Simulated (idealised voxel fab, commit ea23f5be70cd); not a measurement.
The document below concerns the process module designated voxel capacitor over wiring.
Shown is cross-section cut, with a width of 185 nm and square cells of size 5 nm.
Cross-section, as written here: a square-cell grid given band by band from the top down, where a band holds one or more rows of cells. Look at the band entry: it leads with the top's height and the bottom's height in nm. Then it lists the materials left to right, with a width in nm for each. The word "edge to edge" on a single material says that material fills the band edge to edge. The word "empty" is empty space. Counting heights begins at 0, where everything beneath is, in the wafer as received, one material. The lowest band has no bottom; it goes on downwards, as "0 nm and below" shows. The expression "30 to 40" gives the width at the extremes of the band, the first number at its top row of cells and the second at its bottom row, with the width changing by equal amounts from each row to the next in between. "same as before" after a step means that no cell of the cross-section changed. The entry titled "Closed void register" provides the empty spaces that have no open way to the top, restricted to those of 8 cells or more. Each is presented as width x height at distance, the distance being measured from the left edge, with all three in nm. after a step's settings: what the simulator itself notes on the step. Regarding "overlay nm": on a step with a mask, it is the distance the mask lay to the right of its planned place; a negative value places it to the left.
BELOW IS THE LIST OF PLANNED PROCESS STEPS
| 1 | op RECEIVE | material Si |
| 2 | op CONFORMAL_DEP | material SiO2 | thk nm 15 |
| 3 | op DIRECTIONAL_DEP | material TiN | thk nm 5 |
| 4 | op DIRECTIONAL_DEP | material Ru | thk nm 15 |
| 5 | op MASKED_ETCH | tone cover | mask id METAL_1 | width nm 30 | pitch nm 100 | etch materials Ru | depth nm 15 | overlay nm 0 |
| 6 | op MASKED_ETCH | tone cover | mask id METAL_1 | width nm 30 | pitch nm 100 | etch materials TiN | depth nm 5 | overlay nm 0 |
| 7 | op FILL_DEP | material SiO2 | thk nm 5 |
| 8 | op CMP | height nm 35 |
| 9 | op CONFORMAL_DEP | material SiCN | thk nm 5 |
| 10 | op DIRECTIONAL_DEP | material lowk | thk nm 15 |
| 11 | op DIRECTIONAL_DEP | material aC | thk nm 15 |
| 12 | op PATTERN | tone open | mask id PLUG_1 | material resist | width nm 15 | thk nm 35 | overlay nm 0 |
| 13 | op DIRECTIONAL_ETCH | etch materials aC | depth nm 15 |
| 14 | op STRIP | etch materials resist |
| 15 | op DIRECTIONAL_ETCH | etch materials lowk | depth nm 15 |
| 16 | op DIRECTIONAL_ETCH | etch materials SiCN | depth nm 5 |
| 17 | op STRIP | etch materials aC |
| 18 | op CONFORMAL_DEP | material TiN | thk nm 5 |
| 19 | op FILL_DEP | material Cu | thk nm 5 |
| 20 | op CMP | height nm 55 |
| 21 | op DIRECTIONAL_DEP | material TiN | thk nm 10 |
| 22 | op DIRECTIONAL_DEP | material HfO2 | thk nm 5 |
| 23 | op DIRECTIONAL_DEP | material TiN | thk nm 5 |
| 24 | op DIRECTIONAL_DEP | material aC | thk nm 10 |
| 25 | op PATTERN | tone cover | mask id UPPER_PLATE | material resist | width nm 75 | thk nm 30 | overlay nm 0 |
| 26 | op DIRECTIONAL_ETCH | etch materials aC | depth nm 10 |
| 27 | op STRIP | etch materials resist |
| 28 | op DIRECTIONAL_ETCH | etch materials TiN | depth nm 5 |
| 29 | op DIRECTIONAL_ETCH | etch materials HfO2 | depth nm 5 |
| 30 | op STRIP | etch materials aC |
| 31 | op DIRECTIONAL_DEP | material aC | thk nm 15 |
| 32 | op PATTERN | tone cover | mask id LOWER_PLATE | material resist | width nm 85 | thk nm 30 | overlay nm 0 |
| 33 | op DIRECTIONAL_ETCH | etch materials aC | depth nm 15 |
| 34 | op STRIP | etch materials resist |
| 35 | op DIRECTIONAL_ETCH | etch materials TiN | depth nm 10 |
| 36 | op STRIP | etch materials aC |
| 37 | op FILL_DEP | material SiO2 | thk nm 20 |
| 38 | op CMP | height nm 90 |
| 39 | op MASKED_ETCH | tone open | mask id PLUG_2 | width nm 15 | etch materials SiO2 | depth nm 15 | overlay nm 0 |
| 40 | op CONFORMAL_DEP | material TiN | thk nm 5 |
| 41 | op FILL_DEP | material Ru | thk nm 5 |
| 42 | op CMP | height nm 90 |
| 43 | op CONFORMAL_DEP | material SiCN | thk nm 5 |
AS-RECEIVED STATE OF THE WAFER IN CROSS-SECTION, EQUIVALENT TO POST-STEP 1
* 0 nm and below = Si edge to edge
* Closed void register: none
CROSS-SECTION TAKEN AT MODULE COMPLETION ON THE FIRST OF TWO WAFERS; PROCESSED PER THE PLAN
* 95 nm to 90 nm = SiCN edge to edge
* 90 nm to 80 nm = SiO2: 50  TiN: 5  Ru: 5  TiN: 5  SiO2: 120
* 80 nm to 70 nm = SiO2: 50 to 40  TiN: 15 to 75  SiO2: 120 to 70
* 70 nm to 65 nm = SiO2: 40  HfO2: 75  SiO2: 70
* 65 nm to 55 nm = SiO2: 35  TiN: 85  SiO2: 65
* 55 nm to 40 nm = lowk: 40  TiN: 5  Cu: 5  TiN: 5  lowk: 130
* 40 nm to 35 nm = SiCN: 40  TiN: 15  SiCN: 130
* 35 nm to 20 nm = SiO2: 25  Ru: 30  SiO2: 70  Ru: 30  SiO2: 30
* 20 nm to 15 nm = SiO2: 25  TiN: 30  SiO2: 70  TiN: 30  SiO2: 30
* 15 nm to 0 nm = SiO2 edge to edge
* 0 nm and below = Si edge to edge
* Closed void register: none
CROSS-SECTIONAL IMAGE OF THE SECOND WAFER OF THE TWO FOLLOWING COMPLETION OF THE MODULE. STARTING STATE AND PROCESS PLAN WERE THE SAME AS FOR THE FIRST WAFER; ONE EXECUTION ERROR OCCURRED
* 95 nm to 90 nm = SiCN edge to edge
* 90 nm to 80 nm = SiO2: 50  TiN: 5  Ru: 5  TiN: 5  SiO2: 120
* 80 nm to 75 nm = SiO2: 50  TiN: 15  SiO2: 120
* 75 nm to 70 nm = SiO2 edge to edge
* 70 nm to 65 nm = SiO2: 40  HfO2: 75  SiO2: 70
* 65 nm to 55 nm = SiO2: 35  TiN: 85  SiO2: 65
* 55 nm to 40 nm = lowk: 40  TiN: 5  Cu: 5  TiN: 5  lowk: 130
* 40 nm to 35 nm = SiCN: 40  TiN: 15  SiCN: 130
* 35 nm to 20 nm = SiO2: 25  Ru: 30  SiO2: 70  Ru: 30  SiO2: 30
* 20 nm to 15 nm = SiO2: 25  TiN: 30  SiO2: 70  TiN: 30  SiO2: 30
* 15 nm to 0 nm = SiO2 edge to edge
* 0 nm and below = Si edge to edge
* Closed void register: none
what went wrong: not run: step 23 of the plan (skipped)
Bottom line after processing is that, in cells, the second wafer is up or down on some materials versus the first: 15 more of SiO2 | 15 fewer of TiN
